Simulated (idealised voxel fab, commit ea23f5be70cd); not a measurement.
Proc. module: voxel transistor to metal
FYI the section here is cut, 295 nm wide, cells are 5 nm squares.
A cross-section is written here as square cells arranged in a grid, and it is given in bands from the top down, each band taking up one or more rows of cells.
The band entry comprises the height of the band's top followed by the height of its bottom, expressed in nm, and subsequently the band's materials from left to right, each stated together with its width in nm. Where a single material is marked with the word "throughout", that material fills the band from edge to edge. The word "empty" represents empty space.
A quick word on heights: they are counted from 0, and under that level the wafer as it came to us is one material throughout. The lowest band is different from the rest in having no bottom; it simply continues downward, written as in "0 -> down".
With a width like "30->40", each row of cells in the band differs from the next by the same amount, the top row carrying the first number and the bottom row the second.
"stayed the same" after a step means that no cell of the cross-section changed.
"Fully sealed voids": sealed empty spaces, 8 cells or more, no open way to top, listed width x height at distance, with distance from the left edge and width, height and distance in nm.
after a step's settings: what the simulator itself notes on the step
Regarding "overlay nm": on a step with a mask, it is the distance the mask lay to the right of its planned place; a negative value places it to the left.
## The planned process steps are enumerated hereunder
1) RECEIVE [material Si]
2) CONFORMAL_DEP [material SiO2] [thk nm 5]
3) CONFORMAL_DEP [material SiN] [thk nm 10]
4) PATTERN [tone cover] [mask id ACTIVE] [material resist] [width nm 110] [pitch nm 140] [thk nm 20] [overlay nm 0]
5) DIRECTIONAL_ETCH [etch materials SiN] [depth nm 10]
6) DIRECTIONAL_ETCH [etch materials SiO2] [depth nm 5]
7) DIRECTIONAL_ETCH [etch materials Si] [depth nm 35]
8) STRIP [etch materials resist]
9) FILL_DEP [material SiO2] [thk nm 10]
10) CMP [height nm 15]
11) SELECTIVE_ETCH [etch materials SiO2] [depth nm 5]
12) STRIP [etch materials SiN]
13) SELECTIVE_ETCH [etch materials SiO2] [depth nm 5]
14) OXIDIZE [depth nm 5]
15) DIRECTIONAL_DEP [material polySi] [thk nm 25]
16) DIRECTIONAL_DEP [material SiCN] [thk nm 15]
17) PATTERN [tone cover] [mask id GATE] [material resist] [width nm 30] [pitch nm 140] [thk nm 20] [overlay nm 0]
18) DIRECTIONAL_ETCH [etch materials SiCN] [depth nm 25]
19) DIRECTIONAL_ETCH [etch materials polySi] [depth nm 35]
20) STRIP [etch materials resist]
21) CONFORMAL_DEP [material SiO2] [thk nm 5]
22) DIRECTIONAL_ETCH [etch materials SiO2] [depth nm 5]
23) CONFORMAL_DEP [material SiN] [thk nm 10]
24) DIRECTIONAL_ETCH [etch materials SiN] [depth nm 10]
25) DIRECTIONAL_ETCH [etch materials SiO2] [depth nm 5]
26) DIRECTIONAL_ETCH [etch materials Si] [depth nm 10]
27) EPI [material nSi] [thk nm 10]
28) FILL_DEP [material SiO2] [thk nm 10]
29) CMP [height nm 25]
30) STRIP [etch materials polySi]
31) SELECTIVE_ETCH [etch materials SiO2] [depth nm 5]
32) CONFORMAL_DEP [material HfO2] [thk nm 5]
33) CONFORMAL_DEP [material TiN] [thk nm 5]
34) FILL_DEP [material W] [thk nm 10]
35) CMP [height nm 20]
36) DIRECTIONAL_DEP [material SiO2] [thk nm 15]
37) PATTERN [tone open] [mask id CONTACT] [material resist] [width nm 15] [thk nm 15] [overlay nm 0]
38) DIRECTIONAL_ETCH [etch materials SiO2] [depth nm 30]
39) STRIP [etch materials resist]
40) CONFORMAL_DEP [material TiN] [thk nm 5]
41) FILL_DEP [material W] [thk nm 5]
42) CMP [height nm 35]
43) DIRECTIONAL_DEP [material TiN] [thk nm 5]
44) DIRECTIONAL_DEP [material W] [thk nm 20]
45) DIRECTIONAL_DEP [material aC] [thk nm 10]
46) PATTERN [tone cover] [mask id METAL_1] [material resist] [width nm 15] [thk nm 25] [overlay nm 0]
47) DIRECTIONAL_ETCH [etch materials aC] [depth nm 10]
48) STRIP [etch materials resist]
49) DIRECTIONAL_ETCH [etch materials W] [depth nm 20]
50) DIRECTIONAL_ETCH [etch materials TiN] [depth nm 5]
51) STRIP [etch materials aC]
52) FILL_DEP [material lowk] [thk nm 10]
53) CMP [height nm 60]
54) CONFORMAL_DEP [material SiCN] [thk nm 5]
55) DIRECTIONAL_DEP [material lowk] [thk nm 35]
56) MASKED_ETCH [tone open] [mask id METAL_2] [width nm 15] [pitch nm 140] [etch materials lowk] [depth nm 20] [overlay nm 0]
57) PATTERN [tone open] [mask id METAL_2_HOLES] [material resist] [width nm 15] [pitch nm 140] [thk nm 20] [overlay nm 0]
58) DIRECTIONAL_ETCH [etch materials lowk] [depth nm 15]
59) DIRECTIONAL_ETCH [etch materials SiCN] [depth nm 5]
60) STRIP [etch materials resist]
61) CONFORMAL_DEP [material TiN] [thk nm 5]
62) FILL_DEP [material Ru] [thk nm 5]
63) CMP [height nm 90]
64) CONFORMAL_DEP [material SiCN] [thk nm 5]
What sets these wafers apart? The height nm at step 63. They all start alike, and the plan carries the first wafer's value.
## This is how the first of several wafers looked in cross-section when it arrived, which is after step 1
    0 -> down  Si throughout
    Fully sealed voids: none
## End of module: cross-section of the first of several wafers after step 64, the last step
    95 -> 90  SiCN throughout
    90 -> 65  lowk=25, then TiN=5, then Ru=5, then TiN=5, then lowk=125, then TiN=5, then Ru=5, then TiN=5, then lowk=115
    65 -> 60  SiCN=25, then TiN=15, then SiCN=125, then TiN=15, then SiCN=115
    60 -> 40  lowk=25, then W=15, then lowk=70, then W=15, then lowk=40, then W=15, then lowk=70, then W=15, then lowk=30
    40 -> 35  lowk=25, then TiN=15, then lowk=70, then TiN=15, then lowk=40, then TiN=15, then lowk=70, then TiN=15, then lowk=30
    35 -> 20  SiO2=25, then TiN=5, then W=5, then TiN=5, then SiO2=70, then TiN=5, then W=5, then TiN=5, then SiO2=40, then TiN=5, then W=5, then TiN=5, then SiO2=70, then TiN=5, then W=5, then TiN=5, then SiO2=30
    20 -> 10  SiO2=25, then TiN=5, then W=5, then TiN=5, then SiO2=5, then SiN=10, then HfO2=5, then TiN=5, then W=20, then TiN=5, then HfO2=5, then SiN=10, then SiO2=5, then TiN=5, then W=5, then TiN=5, then SiO2=40, then TiN=5, then W=5, then TiN=5, then SiO2=5, then SiN=10, then HfO2=5, then TiN=5, then W=20, then TiN=5, then HfO2=5, then SiN=10, then SiO2=5, then TiN=5, then W=5, then TiN=5, then SiO2=30
    10 -> 5  SiO2=25, then TiN=15, then SiO2=5, then SiN=10, then HfO2=5, then TiN=5, then W=20, then TiN=5, then HfO2=5, then SiN=10, then SiO2=5, then TiN=15, then SiO2=40, then TiN=15, then SiO2=5, then SiN=10, then HfO2=5, then TiN=5, then W=20, then TiN=5, then HfO2=5, then SiN=10, then SiO2=5, then TiN=15, then SiO2=30
    5 -> 0  SiO2=20, then SiN=10, then nSi=15, then SiN=10, then HfO2=5, then TiN=30, then HfO2=5, then SiN=10, then nSi=15, then SiN=10, then SiO2=30, then SiN=10, then nSi=15, then SiN=10, then HfO2=5, then TiN=30, then HfO2=5, then SiN=10, then nSi=15, then SiN=10, then SiO2=25
    0 -> -5  SiO2=30, then nSi=15, then SiO2=10, then HfO2=40, then SiO2=10, then nSi=15, then SiO2=50, then nSi=15, then SiO2=10, then HfO2=40, then SiO2=10, then nSi=15, then SiO2=35
    -5 -> -15  SiO2=20, then Si=10, then nSi=15, then Si=60, then nSi=15, then Si=10, then SiO2=30, then Si=10, then nSi=15, then Si=60, then nSi=15, then Si=10, then SiO2=25
    -15 -> -35  SiO2=20, then Si=110, then SiO2=30, then Si=110, then SiO2=25
    -35 -> down  Si throughout
    Fully sealed voids: none
## Final wafer cross-section at module end
    115 -> 110  SiCN throughout
    110 -> 105  Ru throughout
    105 -> 100  TiN=30, then Ru=5, then TiN=135, then Ru=5, then TiN=120
    100 -> 65  lowk=25, then TiN=5, then Ru=5, then TiN=5, then lowk=125, then TiN=5, then Ru=5, then TiN=5, then lowk=115
    65 -> 60  SiCN=25, then TiN=15, then SiCN=125, then TiN=15, then SiCN=115
    60 -> 40  lowk=25, then W=15, then lowk=70, then W=15, then lowk=40, then W=15, then lowk=70, then W=15, then lowk=30
    40 -> 35  lowk=25, then TiN=15, then lowk=70, then TiN=15, then lowk=40, then TiN=15, then lowk=70, then TiN=15, then lowk=30
    35 -> 20  SiO2=25, then TiN=5, then W=5, then TiN=5, then SiO2=70, then TiN=5, then W=5, then TiN=5, then SiO2=40, then TiN=5, then W=5, then TiN=5, then SiO2=70, then TiN=5, then W=5, then TiN=5, then SiO2=30
    20 -> 10  SiO2=25, then TiN=5, then W=5, then TiN=5, then SiO2=5, then SiN=10, then HfO2=5, then TiN=5, then W=20, then TiN=5, then HfO2=5, then SiN=10, then SiO2=5, then TiN=5, then W=5, then TiN=5, then SiO2=40, then TiN=5, then W=5, then TiN=5, then SiO2=5, then SiN=10, then HfO2=5, then TiN=5, then W=20, then TiN=5, then HfO2=5, then SiN=10, then SiO2=5, then TiN=5, then W=5, then TiN=5, then SiO2=30
    10 -> 5  SiO2=25, then TiN=15, then SiO2=5, then SiN=10, then HfO2=5, then TiN=5, then W=20, then TiN=5, then HfO2=5, then SiN=10, then SiO2=5, then TiN=15, then SiO2=40, then TiN=15, then SiO2=5, then SiN=10, then HfO2=5, then TiN=5, then W=20, then TiN=5, then HfO2=5, then SiN=10, then SiO2=5, then TiN=15, then SiO2=30
    5 -> 0  SiO2=20, then SiN=10, then nSi=15, then SiN=10, then HfO2=5, then TiN=30, then HfO2=5, then SiN=10, then nSi=15, then SiN=10, then SiO2=30, then SiN=10, then nSi=15, then SiN=10, then HfO2=5, then TiN=30, then HfO2=5, then SiN=10, then nSi=15, then SiN=10, then SiO2=25
    0 -> -5  SiO2=30, then nSi=15, then SiO2=10, then HfO2=40, then SiO2=10, then nSi=15, then SiO2=50, then nSi=15, then SiO2=10, then HfO2=40, then SiO2=10, then nSi=15, then SiO2=35
    -5 -> -15  SiO2=20, then Si=10, then nSi=15, then Si=60, then nSi=15, then Si=10, then SiO2=30, then Si=10, then nSi=15, then Si=60, then nSi=15, then Si=10, then SiO2=25
    -15 -> -35  SiO2=20, then Si=110, then SiO2=30, then Si=110, then SiO2=25
    -35 -> down  Si throughout
    Fully sealed voids: none
## Below is a per-wafer table. In it, each row describes the wafer at the end of the module by giving, for each material, the number of cells gained (+) or lost (-) since the wafer was received, and after that the closed voids of the wafer
height nm 90, +32 HfO2, +10 Ru, -173 Si, +112 SiCN, +40 SiN, +346 SiO2, +114 TiN, +92 W, +500 lowk, +48 nSi, Fully sealed voids: none
height nm 95, +32 HfO2, +12 Ru, -173 Si, +112 SiCN, +40 SiN, +346 SiO2, +118 TiN, +92 W, +553 lowk, +48 nSi, Fully sealed voids: none
height nm 100, +32 HfO2, +14 Ru, -173 Si, +112 SiCN, +40 SiN, +346 SiO2, +122 TiN, +92 W, +606 lowk, +48 nSi, Fully sealed voids: none
height nm 105, +32 HfO2, +16 Ru, -173 Si, +112 SiCN, +40 SiN, +346 SiO2, +179 TiN, +92 W, +606 lowk, +48 nSi, Fully sealed voids: none
height nm 110, +32 HfO2, +75 Ru, -173 Si, +112 SiCN, +40 SiN, +346 SiO2, +179 TiN, +92 W, +606 lowk, +48 nSi, Fully sealed voids: none
